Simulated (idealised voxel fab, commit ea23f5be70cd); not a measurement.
Herein follows the process module entitled voxel fin reveal.
Each square cell in cross-section cut measures 5 nm, and the section as a whole is 230 nm wide.
Just so we're on the same page, the cross-sections are grids of square cells, and they're listed out in bands top to bottom, each band one or more rows deep. In this notation a band is specified by the heights of its top and bottom, in that order and in nm, after which its materials appear from left to right, each paired with its width in nm. The word "throughout" attached to a single material means that material fills the band from edge to edge; the word "air" stands for empty space. Basically, 0 is our baseline, since under it the wafer straight out of the box is all one material. The bottom band has no lower end and keeps on going down, so it looks like "top 0, no bottom". Per-row width for "30 to 40": begins at first number (top row of band), ends at second number (bottom row), increment between rows held constant. "left unchanged" -> step changed no cross-section cell. "Cavities, sealed" contains a list of empty spaces, each no smaller than 8 cells and without an open way to the top, written in the form width x height at distance with the distance from the left edge and all three in nm. Read whatever lies past the settings on a step's line as the simulator's own remark about the step. overlay nm: right-of-plan distance of the mask on a masked step; negative values mean left-of-plan.

Below is the list of planned process steps:
step 1: RECEIVE,material Si
step 2: CONFORMAL_DEP,material SiN,thk nm 5
step 3: MASKED_ETCH,tone cover,mask id FINS,width nm 15,pitch nm 35,etch materials SiN,depth nm 5,overlay nm -15
step 4: MASKED_ETCH,tone cover,mask id FINS,width nm 15,pitch nm 35,etch materials Si,depth nm 30,overlay nm 0
step 5: OXIDIZE,depth nm 5
step 6: FILL_DEP,material SiO2,thk nm 5
step 7: CMP,height nm 5
step 8: SELECTIVE_ETCH,etch materials SiO2,depth nm 25
step 9: STRIP,etch materials SiN
Heads up: all these wafers start the same, and what changes between them is the overlay nm in step 3. The value you see in the plan is just what the first wafer got.

First of several wafers (as received, post step 1), cross-sectional view:
    top 0, no bottom  Si throughout
    Cavities, sealed: none

For your reference, the table is organized with a row per wafer; each row reflects the wafer at the end of the module, indicating for each material the cells gained (+) or lost (-) since receipt, and thereafter its closed voids:
overlay nm -15, -272 Si, +114 SiO2, Cavities, sealed: none
overlay nm -10, -284 Si, +120 SiO2, Cavities, sealed: none
overlay nm -5, -296 Si, +126 SiO2, Cavities, sealed: none
overlay nm 0, -308 Si, +132 SiO2, Cavities, sealed: none
overlay nm 5, -296 Si, +126 SiO2, Cavities, sealed: none
overlay nm 10, -284 Si, +120 SiO2, Cavities, sealed: none
overlay nm 15, -272 Si, +114 SiO2, Cavities, sealed: none
